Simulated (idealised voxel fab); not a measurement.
The process module that follows is named voxel ribs on slabs.
It is cross-section cut that appears here, measuring 265 nm in width, its square cells being 5 nm in size.
The cross-sections in this document take the form of a grid made of square cells. They are written out as bands, in order from top to bottom. Each band consists of one or more rows of cells. Within each band entry, the heights of the top and of the bottom of the band appear first, in that order and in nm; the materials of the band then follow from left to right, each with its corresponding width in nm. The designation "full width" on a single material indicates that it fills the band from edge to edge; the designation "empty" indicates empty space. Measure heights from 0. That's the level where, below it, the as-received wafer is all one material. The lowest band is bottomless and extends downward; write it as in "top 0, no bottom". Width spec "30..40" -> top row of cells at first value, bottom row at second value, equal per-row change in between. Basically "no alteration" means that step didn't change any cell in the cross-section. Closed empty spaces (no open way to the top) of 8 cells or more are what "Enclosed void entries" lists, each as width x height at distance from the left edge, nm for all three. Anything after a step's settings on that line? It's the simulator's own note about the step. You can add "overlay nm" to a step's line. For a step with a mask, it describes how far the mask lay to the right of its planned position, and a negative number describes a lay to the left.
Process steps - plan:
step 1: RECEIVE: material Si
step 2: DIRECTIONAL_DEP: material SiO2, thk nm 25
step 3: DIRECTIONAL_DEP: material polySi, thk nm 15
step 4: DIRECTIONAL_DEP: material aC, thk nm 15
step 5: PATTERN: tone cover, mask id RIB, material resist, width nm 20, thk nm 30, overlay nm 0
step 6: DIRECTIONAL_ETCH: etch materials aC, depth nm 15
step 7: STRIP: etch materials resist
step 8: DIRECTIONAL_ETCH: etch materials polySi, depth nm 5
step 9: STRIP: etch materials aC
step 10: DIRECTIONAL_DEP: material aC, thk nm 10
step 11: PATTERN: tone cover, mask id SLAB, material resist, width nm 50, thk nm 25, overlay nm 0
step 12: DIRECTIONAL_ETCH: etch materials aC, depth nm 10
step 13: STRIP: etch materials resist
step 14: DIRECTIONAL_ETCH: etch materials polySi, depth nm 10
step 15: STRIP: etch materials aC
step 16: FILL_DEP: material SiO2, thk nm 30
step 17: CMP: height nm 60
step 18: DIRECTIONAL_DEP: material W, thk nm 10
step 19: MASKED_ETCH: tone cover, mask id HEATER, width nm 30, etch materials W, depth nm 10, overlay nm 0
step 20: CONFORMAL_DEP: material SiO2, thk nm 10
Cross-section of the wafer upon arrival, representing the state reached after step 1:
	top 0, no bottom = Si full width
	Enclosed void entries: none
The module was run from the start shown above using the plan shown above, but one mistake was made doing it; the resulting wafer cross-section is below:
	top 80, bottom 70 = empty=105 | SiO2=50 | empty=110
	top 70, bottom 60 = SiO2=115 | W=30 | SiO2=120
	top 60, bottom 35 = SiO2 full width
	top 35, bottom 30 = polySi=105 | SiO2=50 | polySi=110
	top 30, bottom 25 = polySi=105 | SiO2=15 | polySi=20 | SiO2=15 | polySi=110
	top 25, bottom 0 = SiO2 full width
	top 0, no bottom = Si full width
	Enclosed void entries: none
Heads up, the wafer didn't run the way we planned it: step 11 ran as: PATTERN: tone open, mask id SLAB, material resist, width nm 50, thk nm 25, overlay nm 0
